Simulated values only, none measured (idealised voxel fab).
The following process module bears the name voxel trench capacitor.
Square cell edge 5 nm, section width 185 nm, ID cut.
The cross-sections in this document take the form of a grid made of square cells. They are written out as bands, in order from top to bottom. Each band consists of one or more rows of cells.
Within each band entry, the heights of the top and of the bottom of the band appear first, in that order and in nm; the materials of the band then follow from left to right, each with its corresponding width in nm. The designation "edge to edge" on a single material indicates that it fills the band from edge to edge; the designation "empty" indicates empty space.
Height is counted from the level 0, under which the received wafer is composed throughout of one material. The lowest of the bands is not closed at the bottom but continues downward, in the notation "0 down".
Read "30..40" as a graded width: first number on top, second number at the bottom, same change between each pair of neighbouring rows.
Step marked "no change"? Then no cell in the cross-section changed in it.
"Unvented voids" - sealed voids, min. 8 cells, no opening to top; format: width x height at distance (distance from left edge; nm throughout).
On a step's line, text after the settings is the simulator commenting on that step.
For masked steps, "overlay nm" on the step line gives how far right of plan the mask actually lay; a minus sign means it lay to the left.
Planned step list for the process:
1,RECEIVE,material Si
2,CONFORMAL_DEP,material SiN,thk nm 10
3,DIRECTIONAL_DEP,material aC,thk nm 15
4,PATTERN,tone open,mask id TRENCH,material resist,width nm 25,pitch nm 50,thk nm 30,overlay nm 0
5,DIRECTIONAL_ETCH,etch materials aC,depth nm 15
6,STRIP,etch materials resist
7,DIRECTIONAL_ETCH,etch materials SiN,depth nm 10
8,DIRECTIONAL_ETCH,etch materials Si,depth nm 35
9,STRIP,etch materials aC
10,CONFORMAL_DEP,material Al2O3,thk nm 5
11,CONFORMAL_DEP,material TiN,thk nm 5
12,FILL_DEP,material W,thk nm 10
13,CMP,height nm 10
Cross-section: wafer on arrival = after step 1:
0 down | Si edge to edge
Unvented voids: none
End-of-module XS, first of two wafers, run as planned:
10 to 0 | SiN (55); Al2O3 (5); TiN (5); W (5); TiN (5); Al2O3 (5); SiN (25); Al2O3 (5); TiN (5); W (5); TiN (5); Al2O3 (5); SiN (55)
0 to -25 | Si (55); Al2O3 (5); TiN (5); W (5); TiN (5); Al2O3 (5); Si (25); Al2O3 (5); TiN (5); W (5); TiN (5); Al2O3 (5); Si (55)
-25 to -30 | Si (55); Al2O3 (5); TiN (15); Al2O3 (5); Si (25); Al2O3 (5); TiN (15); Al2O3 (5); Si (55)
-30 to -35 | Si (55); Al2O3 (25); Si (25); Al2O3 (25); Si (55)
-35 down | Si edge to edge
Unvented voids: none
Wafer two, sectioned after the module: the first wafer's start, the first wafer's plan, and one mistake in how it was run:
10 to 0 | SiN (45); Al2O3 (5); TiN (5); W (5); TiN (5); Al2O3 (5); SiN (25); Al2O3 (5); TiN (5); W (5); TiN (5); Al2O3 (5); SiN (65)
0 to -25 | Si (45); Al2O3 (5); TiN (5); W (5); TiN (5); Al2O3 (5); Si (25); Al2O3 (5); TiN (5); W (5); TiN (5); Al2O3 (5); Si (65)
-25 to -30 | Si (45); Al2O3 (5); TiN (15); Al2O3 (5); Si (25); Al2O3 (5); TiN (15); Al2O3 (5); Si (65)
-30 to -35 | Si (45); Al2O3 (25); Si (25); Al2O3 (25); Si (65)
-35 down | Si edge to edge
Unvented voids: none
Here's what went sideways: step 4 ran with different settings than intended, the actual operation and settings being PATTERN,tone open,mask id TRENCH,material resist,width nm 25,pitch nm 50,thk nm 30,overlay nm -10
Matching per-material cell counts, mismatched positions: that is how the second wafer compares with the first at the end.
